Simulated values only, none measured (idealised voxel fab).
Presented below is a process module, voxel transistor to metal.
cross-section cut | 195 nm wide | cells 5 nm
In this document a cross-section is written as a grid of square cells. It is given as a series of bands, listed from the top down, and a band is one or more rows of cells. Heads up on the band format: heights come first, top then bottom, in nm. After that it's the materials left to right, each with its width in nm. A single material flagged "all across" fills the whole band edge to edge, and "air" means there's empty space there. The reference from which all heights are counted is 0, the level beneath which the as-received wafer is entirely one material; the lowest band, having no lower bound, proceeds downward and is written after the example "0 -> down". Read "30..40" as a graded width: first number on top, second number at the bottom, same change between each pair of neighbouring rows. "no alteration" -> step changed no cross-section cell. Heads up: "Voids lacking openings" only lists the empty pockets with no open path to the top that are 8 cells or more, and it writes them as width x height at distance, distance from the left edge, in nm. Past the settings on a step's line: simulator remark, on that step. For masked steps, "overlay nm" on the step line gives how far right of plan the mask actually lay; a minus sign means it lay to the left. Read each pair as before and after one process step. The after cross-section shows only down to the lowest band that changed. The step between them and its settings are given below the pair. Pairs can come from different runs of this module on the same starting wafer. A pair continues from the pair above only where its "Geometry before processing" entry says so.
### Geometry before processing
- 110 -> 100 = Cu=55..40, then TiN=5..20, then SiO2=5, then TiN=5, then Cu=70..55, then TiN=5..20, then SiO2=5, then TiN=5, then Cu=40
- 100 -> 95 = Cu=40, then TiN=5, then SiO2=20, then TiN=5, then Cu=55, then TiN=5, then SiO2=20, then TiN=5, then Cu=40
- 95 -> 90 = TiN=45, then SiO2=20, then TiN=65, then SiO2=20, then TiN=45
- 90 -> 80 = SiO2 all across
- 80 -> 75 = SiCN all across
- 75 -> 55 = lowk=45, then TiN=5, then W=10, then TiN=5, then lowk=65, then TiN=5, then W=10, then TiN=5, then lowk=45
- 55 -> 50 = SiCN=45, then TiN=20, then SiCN=65, then TiN=20, then SiCN=45
- 50 -> 40 = SiO2=45, then TiN=5, then Ru=25, then TiN=5, then SiO2=35, then TiN=5, then Ru=25, then TiN=5, then SiO2=45
- 40 -> 35 = SiO2=45, then TiN=5, then Ru=20, then TiN=10, then SiO2=35, then TiN=10, then Ru=20, then TiN=5, then SiO2=45
- 35 -> 25 = SiO2=45, then TiN=5, then Ru=20, then TiN=5, then SiN=10, then SiCN=25, then SiN=10, then TiN=5, then Ru=20, then TiN=5, then SiO2=45
- 25 -> 10 = SiO2=45, then TiN=5, then Ru=20, then TiN=5, then SiN=10, then polySi=25, then SiN=10, then TiN=5, then Ru=20, then TiN=5, then SiO2=45
- 10 -> 5 = SiO2=45, then TiN=5, then Ru=10, then TiN=15, then SiN=10, then polySi=25, then SiN=10, then TiN=15, then Ru=10, then TiN=5, then SiO2=45
- 5 -> 0 = SiO2=45, then TiN=20, then SiGe=10, then SiN=10, then polySi=25, then SiN=10, then SiGe=10, then TiN=20, then SiO2=45
- 0 -> -5 = SiO2=30, then SiGe=45, then SiO2=45, then SiGe=45, then SiO2=30
- -5 -> -10 = SiO2=35, then SiGe=40, then Si=45, then SiGe=40, then SiO2=35
- -10 -> -25 = SiO2=35, then Si=125, then SiO2=35
- -25 -> down = Si all across
- Voids lacking openings: none
### After the Step
- 115 -> 110 = SiN all across
- Under 110: no change, same as before.
- Voids lacking openings: none
Link between the two cross-sections above: CONFORMAL_DEP: material SiN, thk nm 5
